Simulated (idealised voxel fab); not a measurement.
Name of the process module below: voxel transistor to metal
200 nm wide, 5 nm square cells: that's cross-section cut.
A cross-section is written here as square cells arranged in a grid, and it is given in bands from the top down, each band taking up one or more rows of cells.
First you get the band's top height and its bottom height, in nm, and then the materials it's made of, left to right, with each width in nm. If you see a single material with "full width", that one covers the band edge to edge. "air" is empty space.
Height is counted from the level 0, under which the received wafer is composed throughout of one material. The lowest of the bands is not closed at the bottom but continues downward, in the notation "top 0, no bottom".
Top row gets the first number, bottom row gets the second, and each row in between changes by the same step: that is how a band width like "30->40" works.
Any step labelled "same as before" changed none of the cells in the cross-section.
"Voids, sealed" - sealed voids, min. 8 cells, no opening to top; format: width x height at distance (distance from left edge; nm throughout).
What comes after the settings on a step's line is commentary from the simulator itself on that step.
"overlay nm" denotes, for a step that has a mask, the displacement of the mask to the right of its planned place, with negative values corresponding to the left.

## The planned process steps are enumerated hereunder
1 RECEIVE,material Si
2 CONFORMAL_DEP,material SiO2,thk nm 5
3 CONFORMAL_DEP,material SiN,thk nm 10
4 MASKED_ETCH,tone cover,mask id ACTIVE,width nm 115,etch materials SiN,depth nm 10,overlay nm 0
5 MASKED_ETCH,tone cover,mask id ACTIVE,width nm 115,etch materials SiO2,depth nm 5,overlay nm 0
6 MASKED_ETCH,tone cover,mask id ACTIVE,width nm 115,etch materials Si,depth nm 35,overlay nm 0
7 FILL_DEP,material SiO2,thk nm 10
8 CMP,height nm 15
9 SELECTIVE_ETCH,etch materials SiO2,depth nm 10
10 STRIP,etch materials SiN
11 SELECTIVE_ETCH,etch materials SiO2,depth nm 5
12 OXIDIZE,depth nm 5
13 DIRECTIONAL_DEP,material polySi,thk nm 25
14 DIRECTIONAL_DEP,material SiCN,thk nm 15
15 PATTERN,tone cover,mask id GATE,material resist,width nm 35,thk nm 20,overlay nm 0
16 DIRECTIONAL_ETCH,etch materials SiCN,depth nm 25
17 DIRECTIONAL_ETCH,etch materials polySi,depth nm 35
18 STRIP,etch materials resist
19 CONFORMAL_DEP,material SiN,thk nm 5
20 DIRECTIONAL_ETCH,etch materials SiN,depth nm 5
21 DIRECTIONAL_ETCH,etch materials SiO2,depth nm 5
22 EPI,material nSi,thk nm 5
23 FILL_DEP,material SiO2,thk nm 5
24 CMP,height nm 25
25 STRIP,etch materials polySi
26 SELECTIVE_ETCH,etch materials SiO2,depth nm 5
27 CONFORMAL_DEP,material HfO2,thk nm 5
28 CONFORMAL_DEP,material TiN,thk nm 5
29 FILL_DEP,material W,thk nm 5
30 CMP,height nm 20
31 DIRECTIONAL_DEP,material SiO2,thk nm 15
32 DIRECTIONAL_DEP,material aC,thk nm 10
33 PATTERN,tone open,mask id CONTACT,material resist,width nm 15,pitch nm 90,thk nm 25,overlay nm 0
34 DIRECTIONAL_ETCH,etch materials aC,depth nm 10
35 STRIP,etch materials resist
36 DIRECTIONAL_ETCH,etch materials SiO2,depth nm 35
37 STRIP,etch materials aC
38 CONFORMAL_DEP,material TiN,thk nm 5
39 FILL_DEP,material W,thk nm 5
40 CMP,height nm 35
41 CONFORMAL_DEP,material SiCN,thk nm 5
42 DIRECTIONAL_DEP,material SiO2,thk nm 25
43 DIRECTIONAL_DEP,material aC,thk nm 15
44 PATTERN,tone open,mask id METAL_1,material resist,width nm 15,pitch nm 90,thk nm 30,overlay nm 0
45 DIRECTIONAL_ETCH,etch materials aC,depth nm 15
46 STRIP,etch materials resist
47 DIRECTIONAL_ETCH,etch materials SiO2,depth nm 25
48 DIRECTIONAL_ETCH,etch materials SiCN,depth nm 5
49 STRIP,etch materials aC
50 CONFORMAL_DEP,material TiN,thk nm 5
51 FILL_DEP,material Cu,thk nm 5
52 CMP,height nm 65
53 CONFORMAL_DEP,material SiCN,thk nm 5
54 DIRECTIONAL_DEP,material SiO2,thk nm 30
55 PATTERN,tone open,mask id METAL_2,material resist,width nm 15,pitch nm 90,thk nm 20,overlay nm 0
56 DIRECTIONAL_ETCH,etch materials SiO2,depth nm 20
57 STRIP,etch materials resist
58 MASKED_ETCH,tone open,mask id METAL_2_HOLES,width nm 15,pitch nm 90,etch materials SiO2,depth nm 10,overlay nm 0
59 MASKED_ETCH,tone open,mask id METAL_2_HOLES,width nm 15,pitch nm 90,etch materials SiCN,depth nm 5,overlay nm 0
60 CONFORMAL_DEP,material TiN,thk nm 5
61 FILL_DEP,material Ru,thk nm 10
62 CMP,height nm 100
63 CONFORMAL_DEP,material SiCN,thk nm 5

## Delivered wafer in cross-section: state after step 1
* top 0, no bottom | Si full width
* Voids, sealed: none

## The cross-section shown corresponds to the wafer at the conclusion of the module. The initial structure and the process plan are those presented above; however, one mistake occurred in executing the plan
* top 105, bottom 100 | SiCN full width
* top 100, bottom 70 | SiO2: 45, then TiN: 5, then Ru: 5, then TiN: 5, then SiO2: 75, then TiN: 5, then Ru: 5, then TiN: 5, then SiO2: 50
* top 70, bottom 65 | SiCN: 45, then TiN: 15, then SiCN: 75, then TiN: 15, then SiCN: 50
* top 65, bottom 40 | SiO2: 40, then TiN: 5, then Cu: 15, then TiN: 5, then SiO2: 65, then TiN: 5, then Cu: 15, then TiN: 5, then SiO2: 45
* top 40, bottom 35 | SiCN: 40, then TiN: 25, then SiCN: 65, then TiN: 25, then SiCN: 45
* top 35, bottom 20 | SiO2: 45, then TiN: 5, then W: 5, then TiN: 5, then SiO2: 75, then TiN: 5, then W: 5, then TiN: 5, then SiO2: 50
* top 20, bottom 5 | SiO2: 45, then TiN: 5, then W: 5, then TiN: 5, then SiO2: 15, then SiN: 5, then HfO2: 5, then TiN: 5, then W: 15, then TiN: 5, then HfO2: 5, then SiN: 5, then SiO2: 15, then TiN: 5, then W: 5, then TiN: 5, then SiO2: 50
* top 5, bottom 0 | SiO2: 45, then TiN: 15, then SiO2: 15, then SiN: 5, then HfO2: 5, then TiN: 25, then HfO2: 5, then SiN: 5, then SiO2: 15, then TiN: 15, then SiO2: 50
* top 0, bottom -5 | SiO2: 35, then nSi: 40, then HfO2: 45, then nSi: 40, then SiO2: 40
* top -5, bottom -35 | SiO2: 40, then Si: 115, then SiO2: 45
* top -35, no bottom | Si full width
* Voids, sealed: none
The plan and the run diverged here: contrary to plan, step 44 was performed as PATTERN,tone open,mask id METAL_1,material resist,width nm 25,pitch nm 90,thk nm 30,overlay nm 0
